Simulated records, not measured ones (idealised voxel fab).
This section sets out a process module, namely voxel quadruple lines.
The width of the displayed cross-section, cut, is 245 nm; its cells are square, with a size of 5 nm.
A cross-section is written here as square cells arranged in a grid, and it is given in bands from the top down, each band taking up one or more rows of cells.
Basically the band line says how high the top is and how high the bottom is, in nm, and then what's in it from left to right, every material with its width in nm. Empty space shows up as "blank", and if a single material carries "edge to edge" it runs the full band edge to edge.
For the purposes of this specification, 0 denotes the height below which the wafer in its as-received condition is composed wholly of one material, and the lowermost band, lacking a lower limit, extends downward without end, as expressed in "from 0 down".
Per-row width for "30..40": begins at first number (top row of band), ends at second number (bottom row), increment between rows held constant.
The designation "nothing altered", where it is given for a processing step, indicates that no cell of the cross-section was altered in the course of that step.
Enclosed voids (no open way to top), threshold 8 cells or more, entry "Sealed void listing", notation width x height at distance, distance from left edge, nm.
On each step's line, the part that comes after the settings is the simulator's own comment on the step.
Among the settings permitted on a step's line is "overlay nm"; applied to a step with a mask, it specifies the extent to which the mask lay to the right of its planned position, whereas a negative figure signifies a position to the left.
Plan:
1) RECEIVE [material Si]
2) CONFORMAL_DEP [material Al2O3] [thk nm 5]
3) DIRECTIONAL_DEP [material TiN] [thk nm 10]
4) DIRECTIONAL_DEP [material polySi] [thk nm 20]
5) DIRECTIONAL_DEP [material aC] [thk nm 20]
6) PATTERN [tone cover] [mask id MANDREL] [material resist] [width nm 20] [pitch nm 60] [thk nm 25] [overlay nm 0]
7) DIRECTIONAL_ETCH [etch materials aC] [depth nm 20]
8) STRIP [etch materials resist]
9) CONFORMAL_DEP [material SiO2] [thk nm 10]
10) DIRECTIONAL_ETCH [etch materials SiO2] [depth nm 10]
11) STRIP [etch materials aC]
12) DIRECTIONAL_ETCH [etch materials polySi] [depth nm 20]
13) STRIP [etch materials SiO2]
14) CONFORMAL_DEP [material SiCN] [thk nm 5]
15) DIRECTIONAL_ETCH [etch materials SiCN] [depth nm 5]
16) STRIP [etch materials polySi]
17) DIRECTIONAL_ETCH [etch materials TiN] [depth nm 10]
18) STRIP [etch materials SiCN]
19) FILL_DEP [material SiO2] [thk nm 5]
20) CMP [height nm 15]
Delivered wafer in cross-section: state after step 1:
  from 0 down: Si edge to edge
  Sealed void listing: none
Final cross-section, module run with one mistake (start and plan as above):
  from 15 to 5: SiO2 75 nm; TiN 5 nm; SiO2 20 nm; TiN 5 nm; SiO2 30 nm; TiN 5 nm; SiO2 20 nm; TiN 5 nm; SiO2 80 nm
  from 5 to 0: Al2O3 edge to edge
  from 0 down: Si edge to edge
  Sealed void listing: none
Finding, execution versus plan: step 6 was run on a setting that differed from the plan, and what really ran there is PATTERN [tone open] [mask id MANDREL] [material resist] [width nm 20] [pitch nm 60] [thk nm 25] [overlay nm 0]
